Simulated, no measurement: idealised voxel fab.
process module | voxel capacitor over wiring
cross-section cut | 245 nm wide | cells 5 nm
A cross-section is a grid of square cells, given in bands from the top down. A band is one or more rows of cells.
Each band's line starts with the height of the band's top and of its bottom, in nm. Then come its materials from left to right, each with its width in nm. One material with "throughout" fills the band from edge to edge. "air" is empty space.
Height 0 is the level under which the wafer as received is all one material. The lowest band goes on downwards, as in "0 down".
A width such as "30 to 40" changes by the same amount from each row of cells to the next, from the band's top row to its bottom row.
"no change" after a step means that no cell of the cross-section changed.
closed voids: empty space of 8 cells or more with no open way to the top, each as width x height at its distance from the left edge, in nm
after a step's settings: what the simulator itself notes on the step
overlay nm, on a step with a mask: how far to the right of its planned place the mask lay; to the left if negative
plan
1 op RECEIVE | material Si
2 op CONFORMAL_DEP | material SiO2 | thk nm 15
3 op CONFORMAL_DEP | material SiN | thk nm 5
4 op DIRECTIONAL_DEP | material lowk | thk nm 25
5 op PATTERN | tone open | mask id METAL_1 | material resist | width nm 20 | pitch nm 75 | thk nm 20 | overlay nm 0
6 op DIRECTIONAL_ETCH | etch materials lowk | depth nm 25
7 op DIRECTIONAL_ETCH | etch materials SiN | depth nm 5
8 op STRIP | etch materials resist
9 op CONFORMAL_DEP | material TiN | thk nm 5
10 op FILL_DEP | material Cu | thk nm 5
11 op CMP | height nm 45
12 op CONFORMAL_DEP | material SiCN | thk nm 5
13 op DIRECTIONAL_DEP | material lowk | thk nm 10
14 op PATTERN | tone open | mask id PLUG_1 | material resist | width nm 15 | thk nm 20 | overlay nm 0
15 op DIRECTIONAL_ETCH | etch materials lowk | depth nm 10
16 op DIRECTIONAL_ETCH | etch materials SiCN | depth nm 5
17 op STRIP | etch materials resist
18 op CONFORMAL_DEP | material TiN | thk nm 5
19 op FILL_DEP | material Cu | thk nm 5
20 op CMP | height nm 60
21 op DIRECTIONAL_DEP | material TiN | thk nm 10
22 op DIRECTIONAL_DEP | material HfO2 | thk nm 5
23 op DIRECTIONAL_DEP | material TiN | thk nm 10
24 op MASKED_ETCH | tone cover | mask id UPPER_PLATE | width nm 60 | etch materials TiN | depth nm 10 | overlay nm 0
25 op MASKED_ETCH | tone cover | mask id UPPER_PLATE | width nm 60 | etch materials HfO2 | depth nm 5 | overlay nm 0
26 op MASKED_ETCH | tone cover | mask id LOWER_PLATE | width nm 70 | etch materials TiN | depth nm 10 | overlay nm 0
27 op FILL_DEP | material SiO2 | thk nm 15
28 op CMP | height nm 95
29 op MASKED_ETCH | tone open | mask id PLUG_2 | width nm 15 | etch materials SiO2 | depth nm 10 | overlay nm 0
30 op CONFORMAL_DEP | material TiN | thk nm 5
31 op FILL_DEP | material Cu | thk nm 10
32 op CMP | height nm 95
33 op CONFORMAL_DEP | material SiCN | thk nm 5
first wafer, as planned
as received, after step 1
  0 down: Si throughout
  closed voids: none
after step 2
  15 to 0: SiO2 throughout
  below 0: unchanged
after step 3
  20 to 15: SiN throughout
  below 15: unchanged
after step 4
  45 to 20: lowk throughout
  below 20: unchanged
after step 5
  65 to 45: resist 75 | air 20 | resist 55 | air 20 | resist 75
  below 45: unchanged
after step 6
  65 to 45: resist 75 | air 20 | resist 55 | air 20 | resist 75
  45 to 20: lowk 75 | air 20 | lowk 55 | air 20 | lowk 75
  below 20: unchanged
after step 7
  65 to 45: resist 75 | air 20 | resist 55 | air 20 | resist 75
  45 to 20: lowk 75 | air 20 | lowk 55 | air 20 | lowk 75
  20 to 15: SiN 75 | air 20 | SiN 55 | air 20 | SiN 75
  below 15: unchanged
after step 8
  45 to 20: lowk 75 | air 20 | lowk 55 | air 20 | lowk 75
  below 20: unchanged
after step 9
  50 to 45: TiN 80 | air 10 | TiN 65 | air 10 | TiN 80
  45 to 20: lowk 75 | TiN 5 | air 10 | TiN 5 | lowk 55 | TiN 5 | air 10 | TiN 5 | lowk 75
  20 to 15: SiN 75 | TiN 20 | SiN 55 | TiN 20 | SiN 75
  below 15: unchanged
after step 10
  55 to 50: Cu throughout
  50 to 45: TiN 80 | Cu 10 | TiN 65 | Cu 10 | TiN 80
  45 to 20: lowk 75 | TiN 5 | Cu 10 | TiN 5 | lowk 55 | TiN 5 | Cu 10 | TiN 5 | lowk 75
  below 20: unchanged
after step 11
  45 to 20: lowk 75 | TiN 5 | Cu 10 | TiN 5 | lowk 55 | TiN 5 | Cu 10 | TiN 5 | lowk 75
  below 20: unchanged
after step 12
  50 to 45: SiCN throughout
  below 45: unchanged
after step 13
  60 to 50: lowk throughout
  below 50: unchanged
after step 14
  80 to 60: resist 80 | air 15 | resist 150
  below 60: unchanged
after step 15
  80 to 60: resist 80 | air 15 | resist 150
  60 to 50: lowk 80 | air 15 | lowk 150
  below 50: unchanged
after step 16
  80 to 60: resist 80 | air 15 | resist 150
  60 to 50: lowk 80 | air 15 | lowk 150
  50 to 45: SiCN 80 | air 15 | SiCN 150
  below 45: unchanged
after step 17
  60 to 50: lowk 80 | air 15 | lowk 150
  below 50: unchanged
after step 18
  65 to 60: TiN 85 | air 5 | TiN 155
  60 to 50: lowk 80 | TiN 5 | air 5 | TiN 5 | lowk 150
  50 to 45: SiCN 80 | TiN 15 | SiCN 150
  below 45: unchanged
after step 19
  70 to 65: Cu throughout
  65 to 60: TiN 85 | Cu 5 | TiN 155
  60 to 50: lowk 80 | TiN 5 | Cu 5 | TiN 5 | lowk 150
  below 50: unchanged
after step 20
  60 to 50: lowk 80 | TiN 5 | Cu 5 | TiN 5 | lowk 150
  below 50: unchanged
after step 21
  70 to 60: TiN throughout
  below 60: unchanged
after step 22
  75 to 70: HfO2 throughout
  below 70: unchanged
after step 23
  85 to 75: TiN throughout
  below 75: unchanged
after step 24
  85 to 75: air 80 | TiN 60 | air 105
  below 75: unchanged
after step 25
  85 to 75: air 80 | TiN 60 | air 105
  75 to 70: air 80 | HfO2 60 | air 105
  below 70: unchanged
after step 26
  85 to 75: air 80 | TiN 60 | air 105
  75 to 70: air 80 | HfO2 60 | air 105
  70 to 60: air 75 | TiN 70 | air 100
  below 60: unchanged
after step 27
  100 to 85: SiO2 throughout
  85 to 75: SiO2 80 | TiN 60 | SiO2 105
  75 to 70: SiO2 80 | HfO2 60 | SiO2 105
  70 to 60: SiO2 75 | TiN 70 | SiO2 100
  below 60: unchanged
after step 28
  95 to 85: SiO2 throughout
  below 85: unchanged
after step 29
  95 to 85: SiO2 90 | air 15 | SiO2 140
  below 85: unchanged
after step 30
  100 to 95: TiN 95 | air 5 | TiN 145
  95 to 90: SiO2 90 | TiN 5 | air 5 | TiN 5 | SiO2 140
  90 to 85: SiO2 90 | TiN 15 | SiO2 140
  below 85: unchanged
after step 31
  110 to 100: Cu throughout
  100 to 95: TiN 95 | Cu 5 | TiN 145
  95 to 90: SiO2 90 | TiN 5 | Cu 5 | TiN 5 | SiO2 140
  below 90: unchanged
after step 32
  95 to 90: SiO2 90 | TiN 5 | Cu 5 | TiN 5 | SiO2 140
  below 90: unchanged
after step 33
  100 to 95: SiCN throughout
  below 95: unchanged
second wafer: like start, like plan, one mistake. Through step 1 it matches the first wafer
when step 2 should have ended
  30 to 0: SiO2 throughout
  below 0: unchanged
when step 3 should have ended
  35 to 30: SiN throughout
  below 30: unchanged
when step 4 should have ended
  60 to 35: lowk throughout
  below 35: unchanged
when step 5 should have ended
  80 to 60: resist 75 | air 20 | resist 55 | air 20 | resist 75
  below 60: unchanged
when step 6 should have ended
  80 to 60: resist 75 | air 20 | resist 55 | air 20 | resist 75
  60 to 35: lowk 75 | air 20 | lowk 55 | air 20 | lowk 75
  below 35: unchanged
when step 7 should have ended
  80 to 60: resist 75 | air 20 | resist 55 | air 20 | resist 75
  60 to 35: lowk 75 | air 20 | lowk 55 | air 20 | lowk 75
  35 to 30: SiN 75 | air 20 | SiN 55 | air 20 | SiN 75
  below 30: unchanged
when step 8 should have ended
  60 to 35: lowk 75 | air 20 | lowk 55 | air 20 | lowk 75
  below 35: unchanged
when step 9 should have ended
  65 to 60: TiN 80 | air 10 | TiN 65 | air 10 | TiN 80
  60 to 35: lowk 75 | TiN 5 | air 10 | TiN 5 | lowk 55 | TiN 5 | air 10 | TiN 5 | lowk 75
  35 to 30: SiN 75 | TiN 20 | SiN 55 | TiN 20 | SiN 75
  below 30: unchanged
when step 10 should have ended
  70 to 65: Cu throughout
  65 to 60: TiN 80 | Cu 10 | TiN 65 | Cu 10 | TiN 80
  60 to 35: lowk 75 | TiN 5 | Cu 10 | TiN 5 | lowk 55 | TiN 5 | Cu 10 | TiN 5 | lowk 75
  below 35: unchanged
when step 11 should have ended
  45 to 35: lowk 75 | TiN 5 | Cu 10 | TiN 5 | lowk 55 | TiN 5 | Cu 10 | TiN 5 | lowk 75
  below 35: unchanged
when step 12 should have ended
  50 to 45: SiCN throughout
  below 45: unchanged
when step 13 should have ended
  60 to 50: lowk throughout
  below 50: unchanged
when step 14 should have ended
  80 to 60: resist 80 | air 15 | resist 150
  below 60: unchanged
when step 15 should have ended
  80 to 60: resist 80 | air 15 | resist 150
  60 to 50: lowk 80 | air 15 | lowk 150
  below 50: unchanged
when step 16 should have ended
  80 to 60: resist 80 | air 15 | resist 150
  60 to 50: lowk 80 | air 15 | lowk 150
  50 to 45: SiCN 80 | air 15 | SiCN 150
  below 45: unchanged
when step 17 should have ended
  60 to 50: lowk 80 | air 15 | lowk 150
  below 50: unchanged
when step 18 should have ended
  65 to 60: TiN 85 | air 5 | TiN 155
  60 to 50: lowk 80 | TiN 5 | air 5 | TiN 5 | lowk 150
  50 to 45: SiCN 80 | TiN 15 | SiCN 150
  below 45: unchanged
when step 19 should have ended
  70 to 65: Cu throughout
  65 to 60: TiN 85 | Cu 5 | TiN 155
  60 to 50: lowk 80 | TiN 5 | Cu 5 | TiN 5 | lowk 150
  below 50: unchanged
when step 20 should have ended
  60 to 50: lowk 80 | TiN 5 | Cu 5 | TiN 5 | lowk 150
  below 50: unchanged
when step 21 should have ended
  70 to 60: TiN throughout
  below 60: unchanged
when step 22 should have ended
  75 to 70: HfO2 throughout
  below 70: unchanged
when step 23 should have ended
  85 to 75: TiN throughout
  below 75: unchanged
when step 24 should have ended
  85 to 75: air 80 | TiN 60 | air 105
  below 75: unchanged
when step 25 should have ended
  85 to 75: air 80 | TiN 60 | air 105
  75 to 70: air 80 | HfO2 60 | air 105
  below 70: unchanged
when step 26 should have ended
  85 to 75: air 80 | TiN 60 | air 105
  75 to 70: air 80 | HfO2 60 | air 105
  70 to 60: air 75 | TiN 70 | air 100
  below 60: unchanged
when step 27 should have ended
  100 to 85: SiO2 throughout
  85 to 75: SiO2 80 | TiN 60 | SiO2 105
  75 to 70: SiO2 80 | HfO2 60 | SiO2 105
  70 to 60: SiO2 75 | TiN 70 | SiO2 100
  below 60: unchanged
when step 28 should have ended
  95 to 85: SiO2 throughout
  below 85: unchanged
when step 29 should have ended
  95 to 85: SiO2 90 | air 15 | SiO2 140
  below 85: unchanged
when step 30 should have ended
  100 to 95: TiN 95 | air 5 | TiN 145
  95 to 90: SiO2 90 | TiN 5 | air 5 | TiN 5 | SiO2 140
  90 to 85: SiO2 90 | TiN 15 | SiO2 140
  below 85: unchanged
when step 31 should have ended
  110 to 100: Cu throughout
  100 to 95: TiN 95 | Cu 5 | TiN 145
  95 to 90: SiO2 90 | TiN 5 | Cu 5 | TiN 5 | SiO2 140
  below 90: unchanged
when step 32 should have ended
  95 to 90: SiO2 90 | TiN 5 | Cu 5 | TiN 5 | SiO2 140
  below 90: unchanged
when step 33 should have ended
  100 to 95: SiCN throughout
  below 95: unchanged
what went wrong: step 2 was run twice
at the end the second wafer has, in cells: 12 fewer of Cu | 147 more of SiO2 | 12 fewer of TiN | 123 fewer of lowk
